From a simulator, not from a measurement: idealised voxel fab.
Module name: voxel self aligned vias (process module)
Shown is cross-section cut, with a width of 195 nm and square cells of size 5 nm.
In what follows, cross-sections appear as grids of square cells, described through bands that run from the top down, where every band is one or more rows of cells. Heights first: top, then bottom, in nm. Then materials, left to right, each with a width in nm. "throughout" on a single material: fills the band edge to edge. "blank": empty space. The level at which height equals 0 is the one under which the wafer, as it arrives, is entirely one material. No lower edge exists for the bottom band, which continues downward and is notated as in "0 and below". Top row gets the first number, bottom row gets the second, and each row in between changes by the same step: that is how a band width like "30 to 40" works. Any step labelled "nothing altered" changed none of the cells in the cross-section. In the "Closed-off voids" entry, you get each enclosed empty space of 8 cells or more, one with no open way to the top, written width x height at distance, distance from the left edge, in nm. On a step's line, text after the settings is the simulator commenting on that step. "overlay nm" denotes, for a step that has a mask, the displacement of the mask to the right of its planned place, with negative values corresponding to the left.
[Set out below are the planned steps of the process]
1: RECEIVE,material Si
2: CONFORMAL_DEP,material SiO2,thk nm 15
3: CONFORMAL_DEP,material SiCN,thk nm 5
4: DIRECTIONAL_DEP,material SiO2,thk nm 25
5: MASKED_ETCH,tone open,mask id LINES,width nm 25,pitch nm 65,etch materials SiO2,depth nm 25,overlay nm 0
6: CONFORMAL_DEP,material TiN,thk nm 5
7: FILL_DEP,material Ru,thk nm 10
8: CMP,height nm 45
9: SELECTIVE_ETCH,etch materials W Ru TiN,depth nm 5
10: FILL_DEP,material SiN,thk nm 5
11: CMP,height nm 45
12: DIRECTIONAL_DEP,material SiO2,thk nm 15
13: DIRECTIONAL_DEP,material aC,thk nm 10
14: PATTERN,tone open,mask id VIAS,material resist,width nm 35,thk nm 30,overlay nm 0
15: DIRECTIONAL_ETCH,etch materials aC,depth nm 10
16: STRIP,etch materials resist
17: DIRECTIONAL_ETCH,etch materials SiO2,depth nm 15
18: DIRECTIONAL_ETCH,etch materials SiN,depth nm 5
19: STRIP,etch materials aC
20: CONFORMAL_DEP,material TiN,thk nm 5
21: FILL_DEP,material Ru,thk nm 10
22: CMP,height nm 60
23: CONFORMAL_DEP,material SiN,thk nm 5
[Here's what the wafer looked like in cross-section when it arrived - that's after step 1]
	0 and below  Si throughout
	Closed-off voids: none
[Figure: cross-sectional view of the wafer upon completion of the module, processed from the initial state and according to the plan depicted above, with one error introduced during execution]
	65 down to 60  SiN throughout
	60 down to 50  SiO2=45 / TiN=5 / Ru=25 / TiN=5 / SiO2=115
	50 down to 45  SiO2=45 / TiN=10 / Ru=15 / TiN=10 / SiO2=115
	45 down to 40  SiO2=50 / TiN=25 / SiO2=40 / SiN=25 / SiO2=55
	40 down to 25  SiO2=50 / TiN=5 / Ru=15 / TiN=5 / SiO2=40 / TiN=5 / Ru=15 / TiN=5 / SiO2=55
	25 down to 20  SiO2=50 / TiN=25 / SiO2=40 / TiN=25 / SiO2=55
	20 down to 0  SiO2 throughout
	0 and below  Si throughout
	Closed-off voids: none
The plan and the run diverged here: planned and actual differ for step 3; actual: CONFORMAL_DEP,material SiO2,thk nm 5
